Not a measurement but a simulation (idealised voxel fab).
Documented hereafter: the process module known as voxel fin reveal.
cross-section cut | 250 nm wide | cells 5 nm
Cross-section spec: square-cell grid; bands listed top down; each band is one or more rows. Read a band's entry like this: the first values are the height of its top and the height of its bottom in nm, and what follows is the sequence of materials from left to right, each with its width in nm. Note that "empty" is empty space, and that a single material marked "full width" reaches across the band from edge to edge. It should be noted that heights are counted from 0, beneath which the wafer as supplied is of one material throughout, and that the lowest band possesses no lower boundary but continues downward, as written in "0 down". So if you see something like "30..40" for the width, read it as the top row of the band sitting at the first number and the bottom row at the second, with every row in between moving by the same amount as the last. Step note "nothing altered" = no cross-section cell changed. Closed-off voids of 8+ cells (no open route to the top) go in "Closed-off voids", written width x height at distance from the left edge, in nm. Step line, after settings: the simulator's comment on this step. The optional step-line setting "overlay nm" applies to steps with a mask and quantifies how far to the right of its planned location the mask lay, a negative value indicating leftward placement.
-- The process steps that were planned are listed below
1: RECEIVE with material Si
2: CONFORMAL_DEP with material SiN, thk nm 5
3: DIRECTIONAL_DEP with material aC, thk nm 15
4: PATTERN with tone cover, mask id FINS, material resist, width nm 15, pitch nm 35, thk nm 35, overlay nm -15
5: DIRECTIONAL_ETCH with etch materials aC, depth nm 15
6: STRIP with etch materials resist
7: DIRECTIONAL_ETCH with etch materials SiN, depth nm 5
8: DIRECTIONAL_ETCH with etch materials Si, depth nm 30
9: STRIP with etch materials aC
10: OXIDIZE with depth nm 5
11: FILL_DEP with material SiO2, thk nm 15
12: CMP with height nm 5
13: SELECTIVE_ETCH with etch materials SiO2, depth nm 15
14: STRIP with etch materials SiN
Keep in mind the plan's value for the overlay nm of step 4 comes from the first wafer; the wafers don't share that setting, but they do share the same starting point.
-- Here's the first of the wafers in cross-section, just as we got it, i.e. after step 1
    0 down | Si full width
    Closed-off voids: none
-- The figure below presents a cross-section of the first of several wafers at the conclusion of the module, following its last step, step 14
    0 to -10 | empty 55 nm  Si 5 nm  empty 30 nm  Si 5 nm  empty 30 nm  Si 5 nm  empty 30 nm  Si 5 nm  empty 85 nm
    -10 to -35 | SiO2 55 nm  Si 5 nm  SiO2 30 nm  Si 5 nm  SiO2 30 nm  Si 5 nm  SiO2 30 nm  Si 5 nm  SiO2 85 nm
    -35 down | Si full width
    Closed-off voids: none
-- At the end of the module, the last of several wafers in cross-section
    0 to -10 | empty 85 nm  Si 5 nm  empty 30 nm  Si 5 nm  empty 30 nm  Si 5 nm  empty 30 nm  Si 5 nm  empty 55 nm
    -10 to -35 | SiO2 85 nm  Si 5 nm  SiO2 30 nm  Si 5 nm  SiO2 30 nm  Si 5 nm  SiO2 30 nm  Si 5 nm  SiO2 55 nm
    -35 down | Si full width
    Closed-off voids: none
-- The table below has one row for each wafer; a row shows, as of the end of the module, how many cells of each material the wafer has gained, marked (+), or lost, marked (-), since it was received, and then the wafer's closed voids
overlay nm -15, -322 Si, +230 SiO2, Closed-off voids: none
overlay nm -10, -322 Si, +230 SiO2, Closed-off voids: none
overlay nm -5, -322 Si, +230 SiO2, Closed-off voids: none
overlay nm 0, -322 Si, +230 SiO2, Closed-off voids: none
overlay nm 5, -322 Si, +230 SiO2, Closed-off voids: none
overlay nm 10, -322 Si, +230 SiO2, Closed-off voids: none
overlay nm 15, -322 Si, +230 SiO2, Closed-off voids: none
